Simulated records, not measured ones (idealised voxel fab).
process module | voxel self aligned contacts
cross-section cut | 245 nm wide | cells 5 nm
A cross-section is a grid of square cells, given in bands from the top down. A band is one or more rows of cells.
Each band's line starts with the height of the band's top and of its bottom, in nm. Then come its materials from left to right, each with its width in nm. One material with "throughout" fills the band from edge to edge. "air" is empty space.
Height 0 is the level under which the wafer as received is all one material. The lowest band goes on downwards, as in "0 down".
A width such as "30 to 40" changes by the same amount from each row of cells to the next, from the band's top row to its bottom row.
"no change" after a step means that no cell of the cross-section changed.
closed voids: empty space of 8 cells or more with no open way to the top, each as width x height at its distance from the left edge, in nm
after a step's settings: what the simulator itself notes on the step
overlay nm, on a step with a mask: how far to the right of its planned place the mask lay; to the left if negative
plan
1 op RECEIVE | material Si
2 op CONFORMAL_DEP | material SiO2 | thk nm 5
3 op DIRECTIONAL_DEP | material polySi | thk nm 20
4 op DIRECTIONAL_DEP | material SiN | thk nm 25
5 op DIRECTIONAL_DEP | material aC | thk nm 10
6 op PATTERN | tone cover | mask id GATE | material resist | width nm 25 | pitch nm 70 | thk nm 30 | overlay nm 0
7 op DIRECTIONAL_ETCH | etch materials aC | depth nm 10
8 op STRIP | etch materials resist
9 op DIRECTIONAL_ETCH | etch materials SiN | depth nm 25
10 op DIRECTIONAL_ETCH | etch materials polySi | depth nm 20
11 op STRIP | etch materials aC
12 op CONFORMAL_DEP | material SiN | thk nm 10
13 op DIRECTIONAL_ETCH | etch materials SiN | depth nm 10
14 op FILL_DEP | material SiO2 | thk nm 10
15 op CMP | height nm 55
16 op MASKED_ETCH | tone open | mask id CONTACT | width nm 55 | pitch nm 70 | etch materials SiO2 | depth nm 55 | overlay nm 0
17 op CONFORMAL_DEP | material TiN | thk nm 5
18 op FILL_DEP | material W | thk nm 5
19 op CMP | height nm 55
20 op CONFORMAL_DEP | material SiCN | thk nm 5
first wafer, as planned
as received, after step 1
  0 down: Si throughout
  closed voids: none
after step 2
  5 to 0: SiO2 throughout
  below 0: unchanged
after step 3
  25 to 5: polySi throughout
  below 5: unchanged
after step 4
  50 to 25: SiN throughout
  below 25: unchanged
after step 5
  60 to 50: aC throughout
  below 50: unchanged
after step 6
  90 to 60: air 40 | resist 25 | air 45 | resist 25 | air 45 | resist 25 | air 40
  below 60: unchanged
after step 7
  80 to 60: air 40 | resist 25 | air 45 | resist 25 | air 45 | resist 25 | air 40
  60 to 50: air 40 | aC 25 | air 45 | aC 25 | air 45 | aC 25 | air 40
  below 50: unchanged
after step 8
  60 to 50: air 40 | aC 25 | air 45 | aC 25 | air 45 | aC 25 | air 40
  below 50: unchanged
after step 9
  60 to 50: air 40 | aC 25 | air 45 | aC 25 | air 45 | aC 25 | air 40
  50 to 25: air 40 | SiN 25 | air 45 | SiN 25 | air 45 | SiN 25 | air 40
  below 25: unchanged
after step 10
  60 to 50: air 40 | aC 25 | air 45 | aC 25 | air 45 | aC 25 | air 40
  50 to 25: air 40 | SiN 25 | air 45 | SiN 25 | air 45 | SiN 25 | air 40
  25 to 5: air 40 | polySi 25 | air 45 | polySi 25 | air 45 | polySi 25 | air 40
  below 5: unchanged
after step 11
  50 to 25: air 40 | SiN 25 | air 45 | SiN 25 | air 45 | SiN 25 | air 40
  below 25: unchanged
after step 12
  60 to 25: air 30 | SiN 45 | air 25 | SiN 45 | air 25 | SiN 45 | air 30
  25 to 15: air 30 | SiN 10 | polySi 25 | SiN 10 | air 25 | SiN 10 | polySi 25 | SiN 10 | air 25 | SiN 10 | polySi 25 | SiN 10 | air 30
  15 to 5: SiN 40 | polySi 25 | SiN 45 | polySi 25 | SiN 45 | polySi 25 | SiN 40
  below 5: unchanged
after step 13
  50 to 25: air 30 | SiN 45 | air 25 | SiN 45 | air 25 | SiN 45 | air 30
  25 to 5: air 30 | SiN 10 | polySi 25 | SiN 10 | air 25 | SiN 10 | polySi 25 | SiN 10 | air 25 | SiN 10 | polySi 25 | SiN 10 | air 30
  below 5: unchanged
after step 14
  60 to 50: SiO2 throughout
  50 to 25: SiO2 30 | SiN 45 | SiO2 25 | SiN 45 | SiO2 25 | SiN 45 | SiO2 30
  25 to 5: SiO2 30 | SiN 10 | polySi 25 | SiN 10 | SiO2 25 | SiN 10 | polySi 25 | SiN 10 | SiO2 25 | SiN 10 | polySi 25 | SiN 10 | SiO2 30
  below 5: unchanged
after step 15
  55 to 50: SiO2 throughout
  below 50: unchanged
after step 16
  55 to 50: SiO2 60 | air 55 | SiO2 15 | air 55 | SiO2 60
  50 to 25: SiO2 30 | SiN 45 | air 25 | SiN 45 | air 25 | SiN 45 | SiO2 30
  25 to 5: SiO2 30 | SiN 10 | polySi 25 | SiN 10 | air 25 | SiN 10 | polySi 25 | SiN 10 | air 25 | SiN 10 | polySi 25 | SiN 10 | SiO2 30
  5 to 0: SiO2 75 | air 25 | SiO2 45 | air 25 | SiO2 75
  below 0: unchanged
after step 17
  60 to 55: TiN 65 | air 45 | TiN 25 | air 45 | TiN 65
  55 to 50: SiO2 60 | TiN 20 | air 15 | TiN 20 | SiO2 15 | TiN 20 | air 15 | TiN 20 | SiO2 60
  50 to 25: SiO2 30 | SiN 45 | TiN 5 | air 15 | TiN 5 | SiN 45 | TiN 5 | air 15 | TiN 5 | SiN 45 | SiO2 30
  25 to 5: SiO2 30 | SiN 10 | polySi 25 | SiN 10 | TiN 5 | air 15 | TiN 5 | SiN 10 | polySi 25 | SiN 10 | TiN 5 | air 15 | TiN 5 | SiN 10 | polySi 25 | SiN 10 | SiO2 30
  5 to 0: SiO2 75 | TiN 25 | SiO2 45 | TiN 25 | SiO2 75
  below 0: unchanged
after step 18
  65 to 60: W throughout
  60 to 55: TiN 65 | W 45 | TiN 25 | W 45 | TiN 65
  55 to 50: SiO2 60 | TiN 20 | W 15 | TiN 20 | SiO2 15 | TiN 20 | W 15 | TiN 20 | SiO2 60
  50 to 25: SiO2 30 | SiN 45 | TiN 5 | W 15 | TiN 5 | SiN 45 | TiN 5 | W 15 | TiN 5 | SiN 45 | SiO2 30
  25 to 5: SiO2 30 | SiN 10 | polySi 25 | SiN 10 | TiN 5 | W 15 | TiN 5 | SiN 10 | polySi 25 | SiN 10 | TiN 5 | W 15 | TiN 5 | SiN 10 | polySi 25 | SiN 10 | SiO2 30
  below 5: unchanged
after step 19
  55 to 50: SiO2 60 | TiN 20 | W 15 | TiN 20 | SiO2 15 | TiN 20 | W 15 | TiN 20 | SiO2 60
  below 50: unchanged
after step 20
  60 to 55: SiCN throughout
  below 55: unchanged
second wafer: like start, like plan, one mistake. Through step 11 it matches the first wafer
when step 12 should have ended
  60 to 50: air 30 | aC 45 | air 25 | aC 45 | air 25 | aC 45 | air 30
  50 to 25: air 30 | aC 10 | SiN 25 | aC 10 | air 25 | aC 10 | SiN 25 | aC 10 | air 25 | aC 10 | SiN 25 | aC 10 | air 30
  25 to 15: air 30 | aC 10 | polySi 25 | aC 10 | air 25 | aC 10 | polySi 25 | aC 10 | air 25 | aC 10 | polySi 25 | aC 10 | air 30
  15 to 5: aC 40 | polySi 25 | aC 45 | polySi 25 | aC 45 | polySi 25 | aC 40
  below 5: unchanged
when step 13 should have ended: no change
when step 14 should have ended
  70 to 60: SiO2 throughout
  60 to 50: SiO2 30 | aC 45 | SiO2 25 | aC 45 | SiO2 25 | aC 45 | SiO2 30
  50 to 25: SiO2 30 | aC 10 | SiN 25 | aC 10 | SiO2 25 | aC 10 | SiN 25 | aC 10 | SiO2 25 | aC 10 | SiN 25 | aC 10 | SiO2 30
  25 to 15: SiO2 30 | aC 10 | polySi 25 | aC 10 | SiO2 25 | aC 10 | polySi 25 | aC 10 | SiO2 25 | aC 10 | polySi 25 | aC 10 | SiO2 30
  below 15: unchanged
when step 15 should have ended
  55 to 50: SiO2 30 | aC 45 | SiO2 25 | aC 45 | SiO2 25 | aC 45 | SiO2 30
  below 50: unchanged
when step 16 should have ended
  55 to 50: SiO2 30 | aC 45 | air 25 | aC 45 | air 25 | aC 45 | SiO2 30
  50 to 25: SiO2 30 | aC 10 | SiN 25 | aC 10 | air 25 | aC 10 | SiN 25 | aC 10 | air 25 | aC 10 | SiN 25 | aC 10 | SiO2 30
  25 to 15: SiO2 30 | aC 10 | polySi 25 | aC 10 | air 25 | aC 10 | polySi 25 | aC 10 | air 25 | aC 10 | polySi 25 | aC 10 | SiO2 30
  below 15: unchanged
when step 17 should have ended
  60 to 55: TiN 80 | air 15 | TiN 55 | air 15 | TiN 80
  55 to 50: SiO2 30 | aC 45 | TiN 5 | air 15 | TiN 5 | aC 45 | TiN 5 | air 15 | TiN 5 | aC 45 | SiO2 30
  50 to 25: SiO2 30 | aC 10 | SiN 25 | aC 10 | TiN 5 | air 15 | TiN 5 | aC 10 | SiN 25 | aC 10 | TiN 5 | air 15 | TiN 5 | aC 10 | SiN 25 | aC 10 | SiO2 30
  25 to 20: SiO2 30 | aC 10 | polySi 25 | aC 10 | TiN 5 | air 15 | TiN 5 | aC 10 | polySi 25 | aC 10 | TiN 5 | air 15 | TiN 5 | aC 10 | polySi 25 | aC 10 | SiO2 30
  20 to 15: SiO2 30 | aC 10 | polySi 25 | aC 10 | TiN 25 | aC 10 | polySi 25 | aC 10 | TiN 25 | aC 10 | polySi 25 | aC 10 | SiO2 30
  below 15: unchanged
when step 18 should have ended
  65 to 60: W throughout
  60 to 55: TiN 80 | W 15 | TiN 55 | W 15 | TiN 80
  55 to 50: SiO2 30 | aC 45 | TiN 5 | W 15 | TiN 5 | aC 45 | TiN 5 | W 15 | TiN 5 | aC 45 | SiO2 30
  50 to 25: SiO2 30 | aC 10 | SiN 25 | aC 10 | TiN 5 | W 15 | TiN 5 | aC 10 | SiN 25 | aC 10 | TiN 5 | W 15 | TiN 5 | aC 10 | SiN 25 | aC 10 | SiO2 30
  25 to 20: SiO2 30 | aC 10 | polySi 25 | aC 10 | TiN 5 | W 15 | TiN 5 | aC 10 | polySi 25 | aC 10 | TiN 5 | W 15 | TiN 5 | aC 10 | polySi 25 | aC 10 | SiO2 30
  below 20: unchanged
when step 19 should have ended
  55 to 50: SiO2 30 | aC 45 | TiN 5 | W 15 | TiN 5 | aC 45 | TiN 5 | W 15 | TiN 5 | aC 45 | SiO2 30
  below 50: unchanged
when step 20 should have ended
  60 to 55: SiCN throughout
  below 55: unchanged
what went wrong: step 12 ran as: op CONFORMAL_DEP | material aC | thk nm 10
at the end the second wafer has, in cells: 108 fewer of SiN | 29 fewer of SiO2 | 24 fewer of TiN | 18 fewer of W | 179 more of aC
